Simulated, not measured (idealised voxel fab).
The following is a process module called voxel capacitor over wiring.
150 nm wide, 5 nm square cells: that's cross-section cut.
Cross-sections here: square-cell grids, written as top-down lists of bands, a band being one or more rows of cells. Read a band's entry like this: the first values are the height of its top and the height of its bottom in nm, and what follows is the sequence of materials from left to right, each with its width in nm. Note that "blank" is empty space, and that a single material marked "all across" reaches across the band from edge to edge. A quick word on heights: they are counted from 0, and under that level the wafer as it came to us is one material throughout. The lowest band is different from the rest in having no bottom; it simply continues downward, written as in "from 0 down". Quick explanation for "30..40": the width changes in equal steps down the rows of cells, from the first number in the band's top row to the second number in its bottom row. Step note "no change" = no cross-section cell changed. "Encapsulated voids" means: voids of 8 cells or more that are shut off from the top with no open way through. Written width x height at distance, distance from the left edge, in nm. Past the settings on a step's line: simulator remark, on that step. overlay nm, on a step with a mask: how far to the right of its planned place the mask lay; to the left if negative.
STEPS IN THE PROCESS PLAN
1: RECEIVE, material Si
2: CONFORMAL_DEP, material SiO2, thk nm 15
3: CONFORMAL_DEP, material SiN, thk nm 5
4: DIRECTIONAL_DEP, material lowk, thk nm 25
5: PATTERN, tone open, mask id METAL_1, material resist, width nm 25, pitch nm 95, thk nm 20, overlay nm 0
6: DIRECTIONAL_ETCH, etch materials lowk, depth nm 25
7: DIRECTIONAL_ETCH, etch materials SiN, depth nm 5
8: STRIP, etch materials resist
9: CONFORMAL_DEP, material TiN, thk nm 5
10: FILL_DEP, material Cu, thk nm 10
11: CMP, height nm 45
12: CONFORMAL_DEP, material SiCN, thk nm 5
13: DIRECTIONAL_DEP, material lowk, thk nm 20
14: DIRECTIONAL_DEP, material aC, thk nm 15
15: PATTERN, tone open, mask id PLUG_1, material resist, width nm 15, thk nm 35, overlay nm 0
16: DIRECTIONAL_ETCH, etch materials aC, depth nm 15
17: STRIP, etch materials resist
18: DIRECTIONAL_ETCH, etch materials lowk, depth nm 20
19: DIRECTIONAL_ETCH, etch materials SiCN, depth nm 5
20: STRIP, etch materials aC
21: CONFORMAL_DEP, material TiN, thk nm 5
22: FILL_DEP, material Ru, thk nm 10
23: CMP, height nm 70
24: DIRECTIONAL_DEP, material TiN, thk nm 5
25: DIRECTIONAL_DEP, material Al2O3, thk nm 5
26: DIRECTIONAL_DEP, material TiN, thk nm 10
27: DIRECTIONAL_DEP, material aC, thk nm 10
28: PATTERN, tone cover, mask id UPPER_PLATE, material resist, width nm 75, thk nm 30, overlay nm 0
29: DIRECTIONAL_ETCH, etch materials aC, depth nm 10
30: STRIP, etch materials resist
31: DIRECTIONAL_ETCH, etch materials TiN, depth nm 10
32: DIRECTIONAL_ETCH, etch materials Al2O3, depth nm 5
33: STRIP, etch materials aC
34: MASKED_ETCH, tone cover, mask id LOWER_PLATE, width nm 85, etch materials TiN, depth nm 5, overlay nm 0
35: FILL_DEP, material SiO2, thk nm 20
36: CMP, height nm 105
37: DIRECTIONAL_DEP, material aC, thk nm 15
38: PATTERN, tone open, mask id PLUG_2, material resist, width nm 15, thk nm 30, overlay nm 0
39: DIRECTIONAL_ETCH, etch materials aC, depth nm 15
40: STRIP, etch materials resist
41: DIRECTIONAL_ETCH, etch materials SiO2, depth nm 15
42: STRIP, etch materials aC
43: CONFORMAL_DEP, material TiN, thk nm 5
44: FILL_DEP, material Cu, thk nm 10
45: CMP, height nm 105
46: CONFORMAL_DEP, material SiN, thk nm 5
HERE'S WHAT THE WAFER LOOKED LIKE IN CROSS-SECTION WHEN IT ARRIVED - THAT'S AFTER STEP 1
* from 0 down = Si all across
* Encapsulated voids: none
WAFER CROSS-SECTION AT MODULE END: FIRST OF TWO, RUN TO PLAN
* from 110 to 105 = SiN all across
* from 105 to 95 = 35 nm SiO2, then 5 nm TiN, then 5 nm Cu, then 5 nm TiN, then 100 nm SiO2
* from 95 to 90 = 35 nm SiO2, then 15 nm TiN, then 100 nm SiO2
* from 90 to 80 = 25 nm SiO2, then 75 nm TiN, then 50 nm SiO2
* from 80 to 75 = 25 nm SiO2, then 75 nm Al2O3, then 50 nm SiO2
* from 75 to 70 = 20 nm SiO2, then 85 nm TiN, then 45 nm SiO2
* from 70 to 50 = 25 nm lowk, then 5 nm TiN, then 5 nm Ru, then 5 nm TiN, then 110 nm lowk
* from 50 to 45 = 25 nm SiCN, then 15 nm TiN, then 110 nm SiCN
* from 45 to 20 = 15 nm lowk, then 5 nm TiN, then 15 nm Cu, then 5 nm TiN, then 70 nm lowk, then 5 nm TiN, then 15 nm Cu, then 5 nm TiN, then 15 nm lowk
* from 20 to 15 = 15 nm SiN, then 25 nm TiN, then 70 nm SiN, then 25 nm TiN, then 15 nm SiN
* from 15 to 0 = SiO2 all across
* from 0 down = Si all across
* Encapsulated voids: none
SAME START, SAME PLAN AS THE FIRST WAFER - BUT ONE MISTAKE IN THE RUN. CROSS-SECTION OF THE SECOND OF THE TWO AT THE END OF THE MODULE
* from 110 to 105 = SiN all across
* from 105 to 95 = 35 nm SiO2, then 5 nm TiN, then 5 nm Cu, then 5 nm TiN, then 100 nm SiO2
* from 95 to 90 = 35 nm SiO2, then 15 nm TiN, then 100 nm SiO2
* from 90 to 80 = 25 nm SiO2, then 75 nm TiN, then 50 nm SiO2
* from 80 to 75 = 25 nm SiO2, then 75 nm Al2O3, then 50 nm SiO2
* from 75 to 70 = 20 nm SiO2, then 85 nm TiN, then 45 nm SiO2
* from 70 to 50 = 25 nm lowk, then 5 nm TiN, then 5 nm Ru, then 5 nm TiN, then 110 nm lowk
* from 50 to 45 = 25 nm SiCN, then 15 nm TiN, then 110 nm SiCN
* from 45 to 20 = SiCN all across
* from 20 to 15 = SiN all across
* from 15 to 0 = SiO2 all across
* from 0 down = Si all across
* Encapsulated voids: none
Finding, execution versus plan: step 4, actual vs plan mismatch, actual run DIRECTIONAL_DEP, material SiCN, thk nm 25
In the final state, the cell counts of the second wafer exceed or fall short of those of the first for the following materials: 30 fewer of Cu; 150 more of SiCN; 10 more of SiN; 30 fewer of TiN; 100 fewer of lowk
